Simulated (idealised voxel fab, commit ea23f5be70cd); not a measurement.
process module | voxel gate over fins
cross-section cut | 255 nm wide | cells 5 nm
A cross-section is a grid of square cells, given in bands from the top down. A band is one or more rows of cells.
Each band's line starts with the height of the band's top and of its bottom, in nm. Then come its materials from left to right, each with its width in nm. One material with "throughout" fills the band from edge to edge. "air" is empty space.
Height 0 is the level under which the wafer as received is all one material. The lowest band goes on downwards, as in "0 down".
A width such as "30 to 40" changes by the same amount from each row of cells to the next, from the band's top row to its bottom row.
"no change" after a step means that no cell of the cross-section changed.
closed voids: empty space of 8 cells or more with no open way to the top, each as width x height at its distance from the left edge, in nm
after a step's settings: what the simulator itself notes on the step
overlay nm, on a step with a mask: how far to the right of its planned place the mask lay; to the left if negative
plan
1 op RECEIVE | material Si
2 op CONFORMAL_DEP | material SiN | thk nm 10
3 op PATTERN | tone cover | mask id FINS | material resist | width nm 15 | pitch nm 35 | thk nm 15 | overlay nm 0
4 op DIRECTIONAL_ETCH | etch materials SiN | depth nm 10
5 op DIRECTIONAL_ETCH | etch materials Si | depth nm 30
6 op STRIP | etch materials resist
7 op OXIDIZE | depth nm 5
8 op FILL_DEP | material SiO2 | thk nm 10
9 op CMP | height nm 10
10 op SELECTIVE_ETCH | etch materials SiO2 | depth nm 20
11 op STRIP | etch materials SiN
12 op CONFORMAL_DEP | material HfO2 | thk nm 5
13 op CONFORMAL_DEP | material TiN | thk nm 5
14 op FILL_DEP | material W | thk nm 10
15 op CMP | height nm 15
16 op CONFORMAL_DEP | material SiCN | thk nm 5
first wafer, as planned
as received, after step 1
  0 down: Si throughout
  closed voids: none
after step 2
  10 to 0: SiN throughout
  below 0: unchanged
after step 3
  25 to 10: air 85 | resist 15 | air 20 | resist 15 | air 20 | resist 15 | air 85
  below 10: unchanged
after step 4
  25 to 10: air 85 | resist 15 | air 20 | resist 15 | air 20 | resist 15 | air 85
  10 to 0: air 85 | SiN 15 | air 20 | SiN 15 | air 20 | SiN 15 | air 85
  below 0: unchanged
after step 5
  25 to 10: air 85 | resist 15 | air 20 | resist 15 | air 20 | resist 15 | air 85
  10 to 0: air 85 | SiN 15 | air 20 | SiN 15 | air 20 | SiN 15 | air 85
  0 to -30: air 85 | Si 15 | air 20 | Si 15 | air 20 | Si 15 | air 85
  below -30: unchanged
after step 6
  10 to 0: air 85 | SiN 15 | air 20 | SiN 15 | air 20 | SiN 15 | air 85
  below 0: unchanged
after step 7
  10 to 0: air 85 | SiN 15 | air 20 | SiN 15 | air 20 | SiN 15 | air 85
  0 to -30: air 85 | SiO2 5 | Si 5 | SiO2 5 | air 20 | SiO2 5 | Si 5 | SiO2 5 | air 20 | SiO2 5 | Si 5 | SiO2 5 | air 85
  -30 to -35: SiO2 90 | Si 5 | SiO2 30 | Si 5 | SiO2 30 | Si 5 | SiO2 90
  below -35: unchanged
after step 8
  20 to 10: SiO2 throughout
  10 to 0: SiO2 85 | SiN 15 | SiO2 20 | SiN 15 | SiO2 20 | SiN 15 | SiO2 85
  0 to -35: SiO2 90 | Si 5 | SiO2 30 | Si 5 | SiO2 30 | Si 5 | SiO2 90
  below -35: unchanged
after step 9
  10 to 0: SiO2 85 | SiN 15 | SiO2 20 | SiN 15 | SiO2 20 | SiN 15 | SiO2 85
  below 0: unchanged
after step 10
  10 to 0: air 85 | SiN 15 | air 20 | SiN 15 | air 20 | SiN 15 | air 85
  0 to -10: air 90 | Si 5 | air 30 | Si 5 | air 30 | Si 5 | air 90
  below -10: unchanged
after step 11
  0 to -10: air 90 | Si 5 | air 30 | Si 5 | air 30 | Si 5 | air 90
  below -10: unchanged
after step 12
  5 to 0: air 85 | HfO2 15 | air 20 | HfO2 15 | air 20 | HfO2 15 | air 85
  0 to -5: air 85 | HfO2 5 | Si 5 | HfO2 5 | air 20 | HfO2 5 | Si 5 | HfO2 5 | air 20 | HfO2 5 | Si 5 | HfO2 5 | air 85
  -5 to -10: HfO2 90 | Si 5 | HfO2 30 | Si 5 | HfO2 30 | Si 5 | HfO2 90
  below -10: unchanged
after step 13
  10 to 5: air 80 | TiN 25 | air 10 | TiN 25 | air 10 | TiN 25 | air 80
  5 to 0: air 80 | TiN 5 | HfO2 15 | TiN 5 | air 10 | TiN 5 | HfO2 15 | TiN 5 | air 10 | TiN 5 | HfO2 15 | TiN 5 | air 80
  0 to -5: TiN 85 | HfO2 5 | Si 5 | HfO2 5 | TiN 20 | HfO2 5 | Si 5 | HfO2 5 | TiN 20 | HfO2 5 | Si 5 | HfO2 5 | TiN 85
  below -5: unchanged
after step 14
  20 to 10: W throughout
  10 to 5: W 80 | TiN 25 | W 10 | TiN 25 | W 10 | TiN 25 | W 80
  5 to 0: W 80 | TiN 5 | HfO2 15 | TiN 5 | W 10 | TiN 5 | HfO2 15 | TiN 5 | W 10 | TiN 5 | HfO2 15 | TiN 5 | W 80
  below 0: unchanged
after step 15
  15 to 10: W throughout
  below 10: unchanged
after step 16
  20 to 15: SiCN throughout
  below 15: unchanged
second wafer: like start, like plan, one mistake. Through step 12 it matches the first wafer
when step 13 should have ended
  20 to 10: air 70 | TiN 115 | air 70
  10 to 5: TiN throughout
  5 to 0: TiN 85 | HfO2 15 | TiN 20 | HfO2 15 | TiN 20 | HfO2 15 | TiN 85
  0 to -5: TiN 85 | HfO2 5 | Si 5 | HfO2 5 | TiN 20 | HfO2 5 | Si 5 | HfO2 5 | TiN 20 | HfO2 5 | Si 5 | HfO2 5 | TiN 85
  below -5: unchanged
when step 14 should have ended
  30 to 20: W throughout
  20 to 10: W 70 | TiN 115 | W 70
  below 10: unchanged
when step 15 should have ended
  15 to 10: W 70 | TiN 115 | W 70
  below 10: unchanged
when step 16 should have ended
  20 to 15: SiCN throughout
  below 15: unchanged
what went wrong: step 13 ran as: op CONFORMAL_DEP | material TiN | thk nm 15
at the end the second wafer has, in cells: 95 more of TiN | 95 fewer of W
